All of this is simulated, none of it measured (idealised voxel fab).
Module name: voxel trench capacitor (process module)
It is cross-section cut that appears here, measuring 250 nm in width, its square cells being 5 nm in size.
In what follows, cross-sections appear as grids of square cells, described through bands that run from the top down, where every band is one or more rows of cells. It is stipulated that each band's entry specify, in nanometres, the height of the top of the band and then that of its bottom, followed by the materials of the band in left-to-right sequence, each together with its width in nanometres. A single material marked by the word "edge to edge" is understood to fill the band from edge to edge; the word "empty" is understood to denote empty space. Heights are reckoned from 0. Under this level, the received wafer is all of one material. The bottommost band is open-ended downward, for example "0 nm and below". So if you see something like "30..40" for the width, read it as the top row of the band sitting at the first number and the bottom row at the second, with every row in between moving by the same amount as the last. When a step is marked "left unchanged", none of the cells in the cross-section changed during that step. "Sealed internal voids" specifies each empty space that is not open to the top and that occupies no fewer than 8 cells, using the form width x height at distance, the distance measured from the left edge and all three quantities in nm. after a step's settings: what the simulator itself notes on the step. You can add "overlay nm" to a step's line. For a step with a mask, it describes how far the mask lay to the right of its planned position, and a negative number describes a lay to the left.
**Listed below are the process steps as planned**
- 1: RECEIVE,material Si
- 2: CONFORMAL_DEP,material SiN,thk nm 5
- 3: DIRECTIONAL_DEP,material aC,thk nm 10
- 4: PATTERN,tone open,mask id TRENCH,material resist,width nm 20,pitch nm 40,thk nm 25,overlay nm 0
- 5: DIRECTIONAL_ETCH,etch materials aC,depth nm 10
- 6: STRIP,etch materials resist
- 7: DIRECTIONAL_ETCH,etch materials SiN,depth nm 5
- 8: DIRECTIONAL_ETCH,etch materials Si,depth nm 35
- 9: STRIP,etch materials aC
- 10: CONFORMAL_DEP,material SiO2,thk nm 5
- 11: FILL_DEP,material polySi,thk nm 5
- 12: CMP,height nm 5
**First of two wafers: run as planned**
**Cross-section of the wafer at receipt, which is the condition after step 1**
* 0 nm and below: Si edge to edge
* Sealed internal voids: none
**Once step 2 is through, the wafer looks like this in cross-section**
* 5 nm to 0 nm: SiN edge to edge
* Below a height of 0, the structure has not been altered.
**Once step 3 is through, the wafer looks like this in cross-section**
* 15 nm to 5 nm: aC edge to edge
* Below a height of 5, the structure has not been altered.
**Once step 4 is through, the wafer looks like this in cross-section**
* 40 nm to 15 nm: resist=75 / empty=20 / resist=20 / empty=20 / resist=20 / empty=20 / resist=75
* Below a height of 15, the structure has not been altered.
**Once step 5 is through, the wafer looks like this in cross-section**
* 30 nm to 15 nm: resist=75 / empty=20 / resist=20 / empty=20 / resist=20 / empty=20 / resist=75
* 15 nm to 5 nm: aC=75 / empty=20 / aC=20 / empty=20 / aC=20 / empty=20 / aC=75
* Below a height of 5, the structure has not been altered.
**Once step 6 is through, the wafer looks like this in cross-section**
* 15 nm to 5 nm: aC=75 / empty=20 / aC=20 / empty=20 / aC=20 / empty=20 / aC=75
* Below a height of 5, the structure has not been altered.
**Once step 7 is through, the wafer looks like this in cross-section**
* 15 nm to 5 nm: aC=75 / empty=20 / aC=20 / empty=20 / aC=20 / empty=20 / aC=75
* 5 nm to 0 nm: SiN=75 / empty=20 / SiN=20 / empty=20 / SiN=20 / empty=20 / SiN=75
* Below a height of 0, the structure has not been altered.
**Once step 8 is through, the wafer looks like this in cross-section**
* 15 nm to 5 nm: aC=75 / empty=20 / aC=20 / empty=20 / aC=20 / empty=20 / aC=75
* 5 nm to 0 nm: SiN=75 / empty=20 / SiN=20 / empty=20 / SiN=20 / empty=20 / SiN=75
* 0 nm to -35 nm: Si=75 / empty=20 / Si=20 / empty=20 / Si=20 / empty=20 / Si=75
* Below a height of -35, the structure has not been altered.
**Once step 9 is through, the wafer looks like this in cross-section**
* 5 nm to 0 nm: SiN=75 / empty=20 / SiN=20 / empty=20 / SiN=20 / empty=20 / SiN=75
* Below a height of 0, the structure has not been altered.
**Once step 10 is through, the wafer looks like this in cross-section**
* 10 nm to 5 nm: SiO2=80 / empty=10 / SiO2=30 / empty=10 / SiO2=30 / empty=10 / SiO2=80
* 5 nm to 0 nm: SiN=75 / SiO2=5 / empty=10 / SiO2=5 / SiN=20 / SiO2=5 / empty=10 / SiO2=5 / SiN=20 / SiO2=5 / empty=10 / SiO2=5 / SiN=75
* 0 nm to -30 nm: Si=75 / SiO2=5 / empty=10 / SiO2=5 / Si=20 / SiO2=5 / empty=10 / SiO2=5 / Si=20 / SiO2=5 / empty=10 / SiO2=5 / Si=75
* -30 nm to -35 nm: Si=75 / SiO2=20 / Si=20 / SiO2=20 / Si=20 / SiO2=20 / Si=75
* Below a height of -35, the structure has not been altered.
**Once step 11 is through, the wafer looks like this in cross-section**
* 15 nm to 10 nm: polySi edge to edge
* 10 nm to 5 nm: SiO2=80 / polySi=10 / SiO2=30 / polySi=10 / SiO2=30 / polySi=10 / SiO2=80
* 5 nm to 0 nm: SiN=75 / SiO2=5 / polySi=10 / SiO2=5 / SiN=20 / SiO2=5 / polySi=10 / SiO2=5 / SiN=20 / SiO2=5 / polySi=10 / SiO2=5 / SiN=75
* 0 nm to -30 nm: Si=75 / SiO2=5 / polySi=10 / SiO2=5 / Si=20 / SiO2=5 / polySi=10 / SiO2=5 / Si=20 / SiO2=5 / polySi=10 / SiO2=5 / Si=75
* Below a height of -30, the structure has not been altered.
**Once step 12 is through, the wafer looks like this in cross-section**
* 5 nm to 0 nm: SiN=75 / SiO2=5 / polySi=10 / SiO2=5 / SiN=20 / SiO2=5 / polySi=10 / SiO2=5 / SiN=20 / SiO2=5 / polySi=10 / SiO2=5 / SiN=75
* Below a height of 0, the structure has not been altered.
**It is to be noted that the second wafer proceeded from the same initial state and according to the same plan as the first, although one mistake was committed in its execution; through step 11, inclusive, the two wafers share an identical history**
**Second wafer, sectioned view, at step 12's planned end time**
* -5 nm to -30 nm: Si=75 / SiO2=5 / polySi=10 / SiO2=5 / Si=20 / SiO2=5 / polySi=10 / SiO2=5 / Si=20 / SiO2=5 / polySi=10 / SiO2=5 / Si=75
* Below a height of -30, the structure has not been altered.
Where did the run depart from the plan? step 12 ran with different settings than intended, the actual operation and settings being CMP,height nm -5
at the end the second wafer has, in cells: 38 fewer of Si; 38 fewer of SiN; 12 fewer of SiO2; 12 fewer of polySi
